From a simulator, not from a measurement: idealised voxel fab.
voxel released beams: a process module
Cross-sectional view cut (width: 245 nm; square cell size: 5 nm).
In what follows, cross-sections appear as grids of square cells, described through bands that run from the top down, where every band is one or more rows of cells. First you get the band's top height and its bottom height, in nm, and then the materials it's made of, left to right, with each width in nm. If you see a single material with "throughout", that one covers the band edge to edge. "air" is empty space. For the purposes of this specification, 0 denotes the height below which the wafer in its as-received condition is composed wholly of one material, and the lowermost band, lacking a lower limit, extends downward without end, as expressed in "top 0, no bottom". The width entry "30->40" should be interpreted row by row: the top row of cells in the band takes the first number, the bottom row takes the second number, and the change between adjacent rows is uniform throughout. Where a step carries "remained unchanged", the cross-section came out of it unchanged, cell for cell. "Cavities, sealed" - sealed voids, min. 8 cells, no opening to top; format: width x height at distance (distance from left edge; nm throughout). Note: text after step settings on the step line = simulator remark on that step. Each step line may optionally specify "overlay nm", which for a step with a mask gives the rightward distance between the mask's planned place and where it lay, a negative value indicating the leftward direction.
[Steps planned for the process]
1 op RECEIVE | material Si
2 op CONFORMAL_DEP | material Al2O3 | thk nm 10
3 op DIRECTIONAL_DEP | material SiO2 | thk nm 20
4 op MASKED_ETCH | tone open | mask id ANCHOR | width nm 45 | etch materials SiO2 | depth nm 20 | overlay nm 0
5 op CONFORMAL_DEP | material polySi | thk nm 15
6 op MASKED_ETCH | tone cover | mask id BEAM | width nm 105 | etch materials polySi | depth nm 15 | overlay nm 0
7 op STRIP | etch materials SiO2
[Cross-sectional view of the wafer in its as-received condition, corresponding to the state after step 1]
> top 0, no bottom = Si throughout
> Cavities, sealed: none
[Cross-sectional view of the first of the two wafers upon completion of the module, processed in accordance with the plan]
> top 45, bottom 30 = air: 65 | polySi: 20 | air: 15 | polySi: 70 | air: 75
> top 30, bottom 25 = air: 70 | polySi: 15 | air: 15 | polySi: 15 | air: 130
> top 25, bottom 10 = air: 70 | polySi: 45 | air: 130
> top 10, bottom 0 = Al2O3 throughout
> top 0, no bottom = Si throughout
> Cavities, sealed: none
[So this is wafer number two of the two, cut at the end of the module - it started where the first did and had the same plan, we just got one thing wrong running it]
> top 30, bottom 10 = air: 70 | polySi: 15 | air: 15 | polySi: 15 | air: 130
> top 10, bottom 0 = Al2O3 throughout
> top 0, no bottom = Si throughout
> Cavities, sealed: none
Plan not followed: step 6, actual vs plan mismatch, actual run op MASKED_ETCH | tone open | mask id BEAM | width nm 105 | etch materials polySi | depth nm 15 | overlay nm 0
At the finish, the second wafer shows more or fewer cells for some materials than the first does: 63 fewer of polySi
